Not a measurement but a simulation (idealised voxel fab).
The document below concerns the process module designated voxel ribs on slabs.
The cross-section on display is named cut; it measures 165 nm wide, and its cells are 5 nm squares.
Cross-section = grid of square cells, listed top down in bands; band = one or more rows.
For a band, the entry starts with two heights in nm, that of the top and then that of the bottom, and carries on with the band's materials in order from left to right, each alongside its width in nm; the word "everywhere" beside a single material means it fills the band edge to edge, and "blank" means empty space.
We count height from 0. Below that, the starting wafer is all one material. The lowest band never ends at the bottom but goes on down; see "0 -> down" for how that is written.
Width spec "30 to 40" -> top row of cells at first value, bottom row at second value, equal per-row change in between.
A step reported as "nothing was modified" is a step in which no cell of the cross-section changed.
"Enclosed internal voids" means: voids of 8 cells or more that are shut off from the top with no open way through. Written width x height at distance, distance from the left edge, in nm.
On each step's line, the part that comes after the settings is the simulator's own comment on the step.
On any step carrying a mask, the "overlay nm" setting, if present on the step's line, tells how far right of its planned place the mask lay; negative values point to the left.
The following list gives the planned process steps
| 1 | RECEIVE with material Si |
| 2 | DIRECTIONAL_DEP with material SiO2, thk nm 30 |
| 3 | DIRECTIONAL_DEP with material SiN, thk nm 15 |
| 4 | DIRECTIONAL_DEP with material aC, thk nm 10 |
| 5 | PATTERN with tone cover, mask id RIB, material resist, width nm 25, thk nm 25, overlay nm 0 |
| 6 | DIRECTIONAL_ETCH with etch materials aC, depth nm 10 |
| 7 | STRIP with etch materials resist |
| 8 | DIRECTIONAL_ETCH with etch materials SiN, depth nm 10 |
| 9 | STRIP with etch materials aC |
| 10 | MASKED_ETCH with tone cover, mask id SLAB, width nm 55, etch materials SiN, depth nm 5, overlay nm 0 |
| 11 | FILL_DEP with material SiO2, thk nm 25 |
| 12 | CMP with height nm 65 |
| 13 | DIRECTIONAL_DEP with material TiN, thk nm 5 |
| 14 | DIRECTIONAL_DEP with material aC, thk nm 10 |
| 15 | PATTERN with tone cover, mask id HEATER, material resist, width nm 35, thk nm 30, overlay nm 0 |
| 16 | DIRECTIONAL_ETCH with etch materials aC, depth nm 10 |
| 17 | STRIP with etch materials resist |
| 18 | DIRECTIONAL_ETCH with etch materials TiN, depth nm 5 |
| 19 | STRIP with etch materials aC |
| 20 | CONFORMAL_DEP with material SiO2, thk nm 10 |
as received, after step 1
- 0 -> down = Si everywhere
- Enclosed internal voids: none
Starting structure and process plan are as shown above, but one mistake was made in running the module; the wafer cross-section at the end of the module follows
- 80 -> 75 = 55 of blank, 55 of SiO2, 55 of blank
- 75 -> 70 = SiO2 everywhere
- 70 -> 65 = 65 of SiO2, 35 of TiN, 65 of SiO2
- 65 -> 45 = SiO2 everywhere
- 45 -> 40 = 55 of SiO2, 15 of SiN, 25 of SiO2, 15 of SiN, 55 of SiO2
- 40 -> 35 = 70 of SiN, 25 of SiO2, 70 of SiN
- 35 -> 30 = SiN everywhere
- 30 -> 0 = SiO2 everywhere
- 0 -> down = Si everywhere
- Enclosed internal voids: none
Against the plan, the run slipped here: not per plan at step 5, really ran PATTERN with tone open, mask id RIB, material resist, width nm 25, thk nm 25, overlay nm 0
